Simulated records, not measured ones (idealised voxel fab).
Proc. module: voxel tone inversion
The cross-section shown here is cut; it is 200 nm wide and divided into square cells measuring 5 nm on a side.
Just so we're on the same page, the cross-sections are grids of square cells, and they're listed out in bands top to bottom, each band one or more rows deep.
It is stipulated that each band's entry specify, in nanometres, the height of the top of the band and then that of its bottom, followed by the materials of the band in left-to-right sequence, each together with its width in nanometres. A single material marked by the word "throughout" is understood to fill the band from edge to edge; the word "air" is understood to denote empty space.
It should be noted that heights are counted from 0, beneath which the wafer as supplied is of one material throughout, and that the lowest band possesses no lower boundary but continues downward, as written in "top 0, no bottom".
Quick explanation for "30..40": the width changes in equal steps down the rows of cells, from the first number in the band's top row to the second number in its bottom row.
It should be understood that the words "nothing different", when stated for a given step, signify that the cross-section underwent no change in any of its cells during that step.
The entry "Enclosed void catalog" lists the empty spaces that cover at least 8 cells and have no open path to the top. Each is written as width x height at distance, where the distance is measured from the left edge and all three values are in nm.
Text after the settings on a step's line: the simulator's own remark on that step.
For masked steps, "overlay nm" on the step line gives how far right of plan the mask actually lay; a minus sign means it lay to the left.

Plan
1,RECEIVE with material Si
2,CONFORMAL_DEP with material SiCN, thk nm 5
3,DIRECTIONAL_DEP with material polySi, thk nm 25
4,PATTERN with tone cover, mask id POSTS, material resist, width nm 25, pitch nm 45, thk nm 30, overlay nm 0
5,DIRECTIONAL_ETCH with etch materials polySi, depth nm 25
6,STRIP with etch materials resist
7,FILL_DEP with material lowk, thk nm 10
8,CMP with height nm 30
9,STRIP with etch materials polySi
10,CONFORMAL_DEP with material TiN, thk nm 5
11,FILL_DEP with material Cu, thk nm 10
12,CMP with height nm 30
13,CONFORMAL_DEP with material SiN, thk nm 5

As-received wafer cross-section (after step 1)
- top 0, no bottom | Si throughout
- Enclosed void catalog: none

Final cross-section, module run with one mistake (start and plan as above)
- top 35, bottom 30 | SiN throughout
- top 30, bottom 10 | Cu 35 / TiN 5 / lowk 25 / TiN 5 / Cu 10 / TiN 5 / lowk 25 / TiN 5 / Cu 10 / TiN 5 / lowk 25 / TiN 5 / Cu 40
- top 10, bottom 5 | TiN 40 / lowk 25 / TiN 20 / lowk 25 / TiN 20 / lowk 25 / TiN 45
- top 5, bottom 0 | SiCN throughout
- top 0, no bottom | Si throughout
- Enclosed void catalog: none
What was the processing mistake? for step 4, the planned setting was not used; the step was instead run as PATTERN with tone open, mask id POSTS, material resist, width nm 25, pitch nm 45, thk nm 30, overlay nm 0
